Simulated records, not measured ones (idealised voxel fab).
process module | voxel self aligned vias
cross-section cut | 230 nm wide | cells 5 nm
A cross-section is a grid of square cells, given in bands from the top down. A band is one or more rows of cells.
Each band's line starts with the height of the band's top and of its bottom, in nm. Then come its materials from left to right, each with its width in nm. One material with "throughout" fills the band from edge to edge. "air" is empty space.
Height 0 is the level under which the wafer as received is all one material. The lowest band goes on downwards, as in "0 down".
A width such as "30 to 40" changes by the same amount from each row of cells to the next, from the band's top row to its bottom row.
"no change" after a step means that no cell of the cross-section changed.
closed voids: empty space of 8 cells or more with no open way to the top, each as width x height at its distance from the left edge, in nm
after a step's settings: what the simulator itself notes on the step
overlay nm, on a step with a mask: how far to the right of its planned place the mask lay; to the left if negative
plan
1 op RECEIVE | material Si
2 op CONFORMAL_DEP | material SiO2 | thk nm 10
3 op CONFORMAL_DEP | material SiCN | thk nm 5
4 op DIRECTIONAL_DEP | material SiO2 | thk nm 30
5 op MASKED_ETCH | tone open | mask id LINES | width nm 20 | pitch nm 50 | etch materials SiO2 | depth nm 30 | overlay nm 0
6 op CONFORMAL_DEP | material TiN | thk nm 5
7 op FILL_DEP | material Ru | thk nm 10
8 op CMP | height nm 45
9 op SELECTIVE_ETCH | etch materials W Ru TiN | depth nm 10
10 op FILL_DEP | material SiN | thk nm 10
11 op CMP | height nm 45
12 op DIRECTIONAL_DEP | material SiO2 | thk nm 15
13 op PATTERN | tone open | mask id VIAS | material resist | width nm 30 | thk nm 20 | overlay nm 0
14 op DIRECTIONAL_ETCH | etch materials SiO2 | depth nm 15
15 op DIRECTIONAL_ETCH | etch materials SiN | depth nm 10
16 op STRIP | etch materials resist
17 op CONFORMAL_DEP | material TiN | thk nm 5
18 op FILL_DEP | material W | thk nm 5
19 op CMP | height nm 60
20 op CONFORMAL_DEP | material SiCN | thk nm 5
first wafer, as planned
as received, after step 1
  0 down: Si throughout
  closed voids: none
after step 2
  10 to 0: SiO2 throughout
  below 0: unchanged
after step 3
  15 to 10: SiCN throughout
  below 10: unchanged
after step 4
  45 to 15: SiO2 throughout
  below 15: unchanged
after step 5
  45 to 15: SiO2 80 | air 20 | SiO2 30 | air 20 | SiO2 80
  below 15: unchanged
after step 6
  50 to 45: TiN 85 | air 10 | TiN 40 | air 10 | TiN 85
  45 to 20: SiO2 80 | TiN 5 | air 10 | TiN 5 | SiO2 30 | TiN 5 | air 10 | TiN 5 | SiO2 80
  20 to 15: SiO2 80 | TiN 20 | SiO2 30 | TiN 20 | SiO2 80
  below 15: unchanged
after step 7
  60 to 50: Ru throughout
  50 to 45: TiN 85 | Ru 10 | TiN 40 | Ru 10 | TiN 85
  45 to 20: SiO2 80 | TiN 5 | Ru 10 | TiN 5 | SiO2 30 | TiN 5 | Ru 10 | TiN 5 | SiO2 80
  below 20: unchanged
after step 8
  45 to 20: SiO2 80 | TiN 5 | Ru 10 | TiN 5 | SiO2 30 | TiN 5 | Ru 10 | TiN 5 | SiO2 80
  below 20: unchanged
after step 9
  45 to 35: SiO2 80 | air 20 | SiO2 30 | air 20 | SiO2 80
  below 35: unchanged
after step 10
  55 to 45: SiN throughout
  45 to 35: SiO2 80 | SiN 20 | SiO2 30 | SiN 20 | SiO2 80
  below 35: unchanged
after step 11
  45 to 35: SiO2 80 | SiN 20 | SiO2 30 | SiN 20 | SiO2 80
  below 35: unchanged
after step 12
  60 to 45: SiO2 throughout
  below 45: unchanged
after step 13
  80 to 60: resist 75 | air 30 | resist 125
  below 60: unchanged
after step 14
  80 to 60: resist 75 | air 30 | resist 125
  60 to 45: SiO2 75 | air 30 | SiO2 125
  below 45: unchanged
after step 15
  80 to 60: resist 75 | air 30 | resist 125
  60 to 45: SiO2 75 | air 30 | SiO2 125
  45 to 35: SiO2 80 | air 20 | SiO2 30 | SiN 20 | SiO2 80
  below 35: unchanged
after step 16
  60 to 45: SiO2 75 | air 30 | SiO2 125
  below 45: unchanged
after step 17
  65 to 60: TiN 80 | air 20 | TiN 130
  60 to 50: SiO2 75 | TiN 5 | air 20 | TiN 5 | SiO2 125
  50 to 45: SiO2 75 | TiN 10 | air 10 | TiN 10 | SiO2 125
  45 to 40: SiO2 80 | TiN 5 | air 10 | TiN 5 | SiO2 30 | SiN 20 | SiO2 80
  40 to 35: SiO2 80 | TiN 20 | SiO2 30 | SiN 20 | SiO2 80
  below 35: unchanged
after step 18
  70 to 65: W throughout
  65 to 60: TiN 80 | W 20 | TiN 130
  60 to 50: SiO2 75 | TiN 5 | W 20 | TiN 5 | SiO2 125
  50 to 45: SiO2 75 | TiN 10 | W 10 | TiN 10 | SiO2 125
  45 to 40: SiO2 80 | TiN 5 | W 10 | TiN 5 | SiO2 30 | SiN 20 | SiO2 80
  below 40: unchanged
after step 19
  60 to 50: SiO2 75 | TiN 5 | W 20 | TiN 5 | SiO2 125
  below 50: unchanged
after step 20
  65 to 60: SiCN throughout
  below 60: unchanged
second wafer: like start, like plan, one mistake. Through step 13 it matches the first wafer
when step 14 should have ended
  80 to 60: resist 75 | air 30 | resist 125
  60 to 45: SiO2 75 | air 30 | SiO2 125
  45 to 35: SiO2 75 | air 5 | SiN 20 | air 5 | SiO2 25 | SiN 20 | SiO2 80
  35 to 30: SiO2 75 | air 5 | TiN 5 | Ru 10 | TiN 5 | air 5 | SiO2 25 | TiN 5 | Ru 10 | TiN 5 | SiO2 80
  below 30: unchanged
when step 15 should have ended
  80 to 60: resist 75 | air 30 | resist 125
  60 to 45: SiO2 75 | air 30 | SiO2 125
  45 to 35: SiO2 75 | air 30 | SiO2 25 | SiN 20 | SiO2 80
  below 35: unchanged
when step 16 should have ended
  60 to 45: SiO2 75 | air 30 | SiO2 125
  below 45: unchanged
when step 17 should have ended
  65 to 60: TiN 80 | air 20 | TiN 130
  60 to 45: SiO2 75 | TiN 5 | air 20 | TiN 5 | SiO2 125
  45 to 40: SiO2 75 | TiN 5 | air 20 | TiN 5 | SiO2 25 | SiN 20 | SiO2 80
  40 to 35: SiO2 75 | TiN 30 | SiO2 25 | SiN 20 | SiO2 80
  35 to 30: SiO2 75 | TiN 10 | Ru 10 | TiN 10 | SiO2 25 | TiN 5 | Ru 10 | TiN 5 | SiO2 80
  below 30: unchanged
when step 18 should have ended
  70 to 65: W throughout
  65 to 60: TiN 80 | W 20 | TiN 130
  60 to 45: SiO2 75 | TiN 5 | W 20 | TiN 5 | SiO2 125
  45 to 40: SiO2 75 | TiN 5 | W 20 | TiN 5 | SiO2 25 | SiN 20 | SiO2 80
  below 40: unchanged
when step 19 should have ended
  60 to 45: SiO2 75 | TiN 5 | W 20 | TiN 5 | SiO2 125
  below 45: unchanged
when step 20 should have ended
  65 to 60: SiCN throughout
  below 60: unchanged
what went wrong: step 14 was run twice
at the end the second wafer has, in cells: 6 fewer of SiO2 | 2 more of TiN | 4 more of W
